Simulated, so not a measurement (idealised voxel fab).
process module | voxel gate over fins
cross-section cut | 225 nm wide | cells 5 nm
A cross-section is a grid of square cells, given in bands from the top down. A band is one or more rows of cells.
Each band's line starts with the height of the band's top and of its bottom, in nm. Then come its materials from left to right, each with its width in nm. One material with "throughout" fills the band from edge to edge. "air" is empty space.
Height 0 is the level under which the wafer as received is all one material. The lowest band goes on downwards, as in "0 down".
A width such as "30 to 40" changes by the same amount from each row of cells to the next, from the band's top row to its bottom row.
"no change" after a step means that no cell of the cross-section changed.
closed voids: empty space of 8 cells or more with no open way to the top, each as width x height at its distance from the left edge, in nm
after a step's settings: what the simulator itself notes on the step
overlay nm, on a step with a mask: how far to the right of its planned place the mask lay; to the left if negative
plan
1 op RECEIVE | material Si
2 op CONFORMAL_DEP | material SiN | thk nm 5
3 op PATTERN | tone cover | mask id FINS | material resist | width nm 15 | pitch nm 45 | thk nm 20 | overlay nm 0
4 op DIRECTIONAL_ETCH | etch materials SiN | depth nm 5
5 op DIRECTIONAL_ETCH | etch materials Si | depth nm 35
6 op STRIP | etch materials resist
7 op OXIDIZE | depth nm 5
8 op FILL_DEP | material SiO2 | thk nm 5
9 op CMP | height nm 5
10 op SELECTIVE_ETCH | etch materials SiO2 | depth nm 15
11 op STRIP | etch materials SiN
12 op CONFORMAL_DEP | material HfO2 | thk nm 5
13 op CONFORMAL_DEP | material TiN | thk nm 5
14 op FILL_DEP | material W | thk nm 15
15 op CMP | height nm 20
16 op CONFORMAL_DEP | material SiN | thk nm 10
first wafer, as planned
as received, after step 1
  0 down: Si throughout
  closed voids: none
after step 2
  5 to 0: SiN throughout
  below 0: unchanged
after step 3
  25 to 5: air 60 | resist 15 | air 30 | resist 15 | air 30 | resist 15 | air 60
  below 5: unchanged
after step 4
  25 to 5: air 60 | resist 15 | air 30 | resist 15 | air 30 | resist 15 | air 60
  5 to 0: air 60 | SiN 15 | air 30 | SiN 15 | air 30 | SiN 15 | air 60
  below 0: unchanged
after step 5
  25 to 5: air 60 | resist 15 | air 30 | resist 15 | air 30 | resist 15 | air 60
  5 to 0: air 60 | SiN 15 | air 30 | SiN 15 | air 30 | SiN 15 | air 60
  0 to -35: air 60 | Si 15 | air 30 | Si 15 | air 30 | Si 15 | air 60
  below -35: unchanged
after step 6
  5 to 0: air 60 | SiN 15 | air 30 | SiN 15 | air 30 | SiN 15 | air 60
  below 0: unchanged
after step 7
  5 to 0: air 60 | SiN 15 | air 30 | SiN 15 | air 30 | SiN 15 | air 60
  0 to -35: air 60 | SiO2 5 | Si 5 | SiO2 5 | air 30 | SiO2 5 | Si 5 | SiO2 5 | air 30 | SiO2 5 | Si 5 | SiO2 5 | air 60
  -35 to -40: SiO2 65 | Si 5 | SiO2 40 | Si 5 | SiO2 40 | Si 5 | SiO2 65
  below -40: unchanged
after step 8
  10 to 5: SiO2 throughout
  5 to 0: SiO2 60 | SiN 15 | SiO2 30 | SiN 15 | SiO2 30 | SiN 15 | SiO2 60
  0 to -40: SiO2 65 | Si 5 | SiO2 40 | Si 5 | SiO2 40 | Si 5 | SiO2 65
  below -40: unchanged
after step 9
  5 to 0: SiO2 60 | SiN 15 | SiO2 30 | SiN 15 | SiO2 30 | SiN 15 | SiO2 60
  below 0: unchanged
after step 10
  5 to 0: air 60 | SiN 15 | air 30 | SiN 15 | air 30 | SiN 15 | air 60
  0 to -10: air 65 | Si 5 | air 40 | Si 5 | air 40 | Si 5 | air 65
  below -10: unchanged
after step 11
  0 to -10: air 65 | Si 5 | air 40 | Si 5 | air 40 | Si 5 | air 65
  below -10: unchanged
after step 12
  5 to 0: air 60 | HfO2 15 | air 30 | HfO2 15 | air 30 | HfO2 15 | air 60
  0 to -5: air 60 | HfO2 5 | Si 5 | HfO2 5 | air 30 | HfO2 5 | Si 5 | HfO2 5 | air 30 | HfO2 5 | Si 5 | HfO2 5 | air 60
  -5 to -10: HfO2 65 | Si 5 | HfO2 40 | Si 5 | HfO2 40 | Si 5 | HfO2 65
  below -10: unchanged
after step 13
  10 to 5: air 55 | TiN 25 | air 20 | TiN 25 | air 20 | TiN 25 | air 55
  5 to 0: air 55 | TiN 5 | HfO2 15 | TiN 5 | air 20 | TiN 5 | HfO2 15 | TiN 5 | air 20 | TiN 5 | HfO2 15 | TiN 5 | air 55
  0 to -5: TiN 60 | HfO2 5 | Si 5 | HfO2 5 | TiN 30 | HfO2 5 | Si 5 | HfO2 5 | TiN 30 | HfO2 5 | Si 5 | HfO2 5 | TiN 60
  below -5: unchanged
after step 14
  25 to 10: W throughout
  10 to 5: W 55 | TiN 25 | W 20 | TiN 25 | W 20 | TiN 25 | W 55
  5 to 0: W 55 | TiN 5 | HfO2 15 | TiN 5 | W 20 | TiN 5 | HfO2 15 | TiN 5 | W 20 | TiN 5 | HfO2 15 | TiN 5 | W 55
  below 0: unchanged
after step 15
  20 to 10: W throughout
  below 10: unchanged
after step 16
  30 to 20: SiN throughout
  below 20: unchanged
second wafer: like start, like plan, one mistake. Through step 11 it matches the first wafer
when step 12 should have ended
  5 to 0: air 60 | SiO2 15 | air 30 | SiO2 15 | air 30 | SiO2 15 | air 60
  0 to -5: air 60 | SiO2 5 | Si 5 | SiO2 5 | air 30 | SiO2 5 | Si 5 | SiO2 5 | air 30 | SiO2 5 | Si 5 | SiO2 5 | air 60
  -5 to -40: SiO2 65 | Si 5 | SiO2 40 | Si 5 | SiO2 40 | Si 5 | SiO2 65
  below -40: unchanged
when step 13 should have ended
  10 to 5: air 55 | TiN 25 | air 20 | TiN 25 | air 20 | TiN 25 | air 55
  5 to 0: air 55 | TiN 5 | SiO2 15 | TiN 5 | air 20 | TiN 5 | SiO2 15 | TiN 5 | air 20 | TiN 5 | SiO2 15 | TiN 5 | air 55
  0 to -5: TiN 60 | SiO2 5 | Si 5 | SiO2 5 | TiN 30 | SiO2 5 | Si 5 | SiO2 5 | TiN 30 | SiO2 5 | Si 5 | SiO2 5 | TiN 60
  below -5: unchanged
when step 14 should have ended
  25 to 10: W throughout
  10 to 5: W 55 | TiN 25 | W 20 | TiN 25 | W 20 | TiN 25 | W 55
  5 to 0: W 55 | TiN 5 | SiO2 15 | TiN 5 | W 20 | TiN 5 | SiO2 15 | TiN 5 | W 20 | TiN 5 | SiO2 15 | TiN 5 | W 55
  below 0: unchanged
when step 15 should have ended
  20 to 10: W throughout
  below 10: unchanged
when step 16 should have ended
  30 to 20: SiN throughout
  below 20: unchanged
what went wrong: step 12 ran as: op CONFORMAL_DEP | material SiO2 | thk nm 5
at the end the second wafer has, in cells: 57 fewer of HfO2 | 57 more of SiO2
